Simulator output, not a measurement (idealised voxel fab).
process module | voxel ribs on slabs
cross-section cut | 285 nm wide | cells 5 nm
A cross-section is a grid of square cells, given in bands from the top down. A band is one or more rows of cells.
Each band's line starts with the height of the band's top and of its bottom, in nm. Then come its materials from left to right, each with its width in nm. One material with "throughout" fills the band from edge to edge. "air" is empty space.
Height 0 is the level under which the wafer as received is all one material. The lowest band goes on downwards, as in "0 down".
A width such as "30 to 40" changes by the same amount from each row of cells to the next, from the band's top row to its bottom row.
"no change" after a step means that no cell of the cross-section changed.
closed voids: empty space of 8 cells or more with no open way to the top, each as width x height at its distance from the left edge, in nm
after a step's settings: what the simulator itself notes on the step
overlay nm, on a step with a mask: how far to the right of its planned place the mask lay; to the left if negative
plan
1 op RECEIVE | material Si
2 op DIRECTIONAL_DEP | material SiO2 | thk nm 30
3 op DIRECTIONAL_DEP | material SiN | thk nm 15
4 op PATTERN | tone cover | mask id RIB | material resist | width nm 25 | thk nm 20 | overlay nm 0
5 op DIRECTIONAL_ETCH | etch materials SiN | depth nm 5
6 op STRIP | etch materials resist
7 op MASKED_ETCH | tone cover | mask id SLAB | width nm 55 | etch materials SiN | depth nm 10 | overlay nm 0
8 op FILL_DEP | material SiO2 | thk nm 20
9 op CMP | height nm 55
10 op DIRECTIONAL_DEP | material W | thk nm 10
11 op MASKED_ETCH | tone cover | mask id HEATER | width nm 35 | etch materials W | depth nm 10 | overlay nm 0
12 op CONFORMAL_DEP | material SiO2 | thk nm 5
first wafer, as planned
as received, after step 1
  0 down: Si throughout
  closed voids: none
after step 2
  30 to 0: SiO2 throughout
  below 0: unchanged
after step 3
  45 to 30: SiN throughout
  below 30: unchanged
after step 4
  65 to 45: air 130 | resist 25 | air 130
  below 45: unchanged
after step 5
  65 to 45: air 130 | resist 25 | air 130
  45 to 40: air 130 | SiN 25 | air 130
  below 40: unchanged
after step 6
  45 to 40: air 130 | SiN 25 | air 130
  below 40: unchanged
after step 7
  45 to 40: air 130 | SiN 25 | air 130
  40 to 30: air 115 | SiN 55 | air 115
  below 30: unchanged
after step 8
  65 to 45: SiO2 throughout
  45 to 40: SiO2 130 | SiN 25 | SiO2 130
  40 to 30: SiO2 115 | SiN 55 | SiO2 115
  below 30: unchanged
after step 9
  55 to 45: SiO2 throughout
  below 45: unchanged
after step 10
  65 to 55: W throughout
  below 55: unchanged
after step 11
  65 to 55: air 125 | W 35 | air 125
  below 55: unchanged
after step 12
  70 to 65: air 120 | SiO2 45 | air 120
  65 to 60: air 120 | SiO2 5 | W 35 | SiO2 5 | air 120
  60 to 55: SiO2 125 | W 35 | SiO2 125
  below 55: unchanged
second wafer: like start, like plan, one mistake. Through step 10 it matches the first wafer
when step 11 should have ended
  65 to 55: air 135 | W 35 | air 115
  below 55: unchanged
when step 12 should have ended
  70 to 65: air 130 | SiO2 45 | air 110
  65 to 60: air 130 | SiO2 5 | W 35 | SiO2 5 | air 110
  60 to 55: SiO2 135 | W 35 | SiO2 115
  below 55: unchanged
what went wrong: step 11 ran as: op MASKED_ETCH | tone cover | mask id HEATER | width nm 35 | etch materials W | depth nm 10 | overlay nm 10
at the end the second wafer has, in cells: as many of each material as the first, in other places
